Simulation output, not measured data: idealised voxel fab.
process module | voxel capacitor over wiring
cross-section cut | 215 nm wide | cells 5 nm
A cross-section is a grid of square cells, given in bands from the top down. A band is one or more rows of cells.
Each band's line starts with the height of the band's top and of its bottom, in nm. Then come its materials from left to right, each with its width in nm. One material with "throughout" fills the band from edge to edge. "air" is empty space.
Height 0 is the level under which the wafer as received is all one material. The lowest band goes on downwards, as in "0 down".
A width such as "30 to 40" changes by the same amount from each row of cells to the next, from the band's top row to its bottom row.
"no change" after a step means that no cell of the cross-section changed.
closed voids: empty space of 8 cells or more with no open way to the top, each as width x height at its distance from the left edge, in nm
after a step's settings: what the simulator itself notes on the step
overlay nm, on a step with a mask: how far to the right of its planned place the mask lay; to the left if negative
plan
1 op RECEIVE | material Si
2 op CONFORMAL_DEP | material SiO2 | thk nm 15
3 op CONFORMAL_DEP | material SiCN | thk nm 5
4 op DIRECTIONAL_DEP | material SiO2 | thk nm 20
5 op MASKED_ETCH | tone open | mask id METAL_1 | width nm 30 | pitch nm 80 | etch materials SiO2 | depth nm 20 | overlay nm 0
6 op MASKED_ETCH | tone open | mask id METAL_1 | width nm 30 | pitch nm 80 | etch materials SiCN | depth nm 5 | overlay nm 0
7 op CONFORMAL_DEP | material TiN | thk nm 5
8 op FILL_DEP | material Cu | thk nm 10
9 op CMP | height nm 40
10 op CONFORMAL_DEP | material SiCN | thk nm 5
11 op DIRECTIONAL_DEP | material lowk | thk nm 15
12 op MASKED_ETCH | tone open | mask id PLUG_1 | width nm 15 | etch materials lowk | depth nm 15 | overlay nm 0
13 op MASKED_ETCH | tone open | mask id PLUG_1 | width nm 15 | etch materials SiCN | depth nm 5 | overlay nm 0
14 op CONFORMAL_DEP | material TiN | thk nm 5
15 op FILL_DEP | material W | thk nm 10
16 op CMP | height nm 60
17 op DIRECTIONAL_DEP | material TiN | thk nm 10
18 op DIRECTIONAL_DEP | material HfO2 | thk nm 5
19 op DIRECTIONAL_DEP | material TiN | thk nm 5
20 op MASKED_ETCH | tone cover | mask id UPPER_PLATE | width nm 55 | etch materials TiN | depth nm 5 | overlay nm 0
21 op MASKED_ETCH | tone cover | mask id UPPER_PLATE | width nm 55 | etch materials HfO2 | depth nm 5 | overlay nm 0
22 op MASKED_ETCH | tone cover | mask id LOWER_PLATE | width nm 65 | etch materials TiN | depth nm 10 | overlay nm 0
23 op FILL_DEP | material SiO2 | thk nm 20
24 op CMP | height nm 95
25 op MASKED_ETCH | tone open | mask id PLUG_2 | width nm 15 | etch materials SiO2 | depth nm 15 | overlay nm 0
26 op CONFORMAL_DEP | material TiN | thk nm 5
27 op FILL_DEP | material Cu | thk nm 10
28 op CMP | height nm 95
29 op CONFORMAL_DEP | material SiCN | thk nm 5
varied across the wafers: width nm of step 12. The plan shows the first wafer's value. All wafers start alike
first wafer as received, after step 1
  0 down: Si throughout
  closed voids: none
first wafer at the end, after step 29
  100 to 95: SiCN throughout
  95 to 85: SiO2 75 | TiN 5 | Cu 5 | TiN 5 | SiO2 125
  85 to 75: SiO2 75 to 65 | TiN 15 to 55 | SiO2 125 to 95
  75 to 70: SiO2 65 | HfO2 55 | SiO2 95
  70 to 60: SiO2 60 | TiN 65 | SiO2 90
  60 to 45: lowk 65 | TiN 5 | W 5 | TiN 5 | lowk 135
  45 to 40: SiCN 65 | TiN 15 | SiCN 135
  40 to 20: SiO2 50 | TiN 5 | Cu 20 | TiN 5 | SiO2 50 | TiN 5 | Cu 20 | TiN 5 | SiO2 55
  20 to 15: SiCN 50 | TiN 30 | SiCN 50 | TiN 30 | SiCN 55
  15 to 0: SiO2 throughout
  0 down: Si throughout
  closed voids: none
last wafer at the end
  100 to 95: SiCN throughout
  95 to 85: SiO2 75 | TiN 5 | Cu 5 | TiN 5 | SiO2 125
  85 to 75: SiO2 75 to 65 | TiN 15 to 55 | SiO2 125 to 95
  75 to 70: SiO2 65 | HfO2 55 | SiO2 95
  70 to 60: SiO2 60 | TiN 65 | SiO2 90
  60 to 50: lowk 60 | TiN 5 | W 20 | TiN 5 | lowk 125
  50 to 45: lowk 60 | TiN 10 | W 5 | TiN 15 | lowk 125
  45 to 40: SiCN 65 | TiN 15 | SiCN 135
  40 to 20: SiO2 50 | TiN 5 | Cu 20 | TiN 5 | SiO2 50 | TiN 5 | Cu 20 | TiN 5 | SiO2 55
  20 to 15: SiCN 50 | TiN 30 | SiCN 50 | TiN 30 | SiCN 55
  15 to 0: SiO2 throughout
  0 down: Si throughout
  closed voids: none
each wafer at the end: cells of each material gained (+) or lost (-) since it was received, then its closed voids
width nm 15 | +34 Cu | +11 HfO2 | +114 SiCN | +497 SiO2 | +81 TiN | +3 W | +120 lowk | closed voids: none
width nm 20 | +34 Cu | +11 HfO2 | +114 SiCN | +497 SiO2 | +82 TiN | +5 W | +117 lowk | closed voids: none
width nm 25 | +34 Cu | +11 HfO2 | +114 SiCN | +497 SiO2 | +83 TiN | +7 W | +114 lowk | closed voids: none
width nm 30 | +34 Cu | +11 HfO2 | +114 SiCN | +497 SiO2 | +84 TiN | +9 W | +111 lowk | closed voids: none
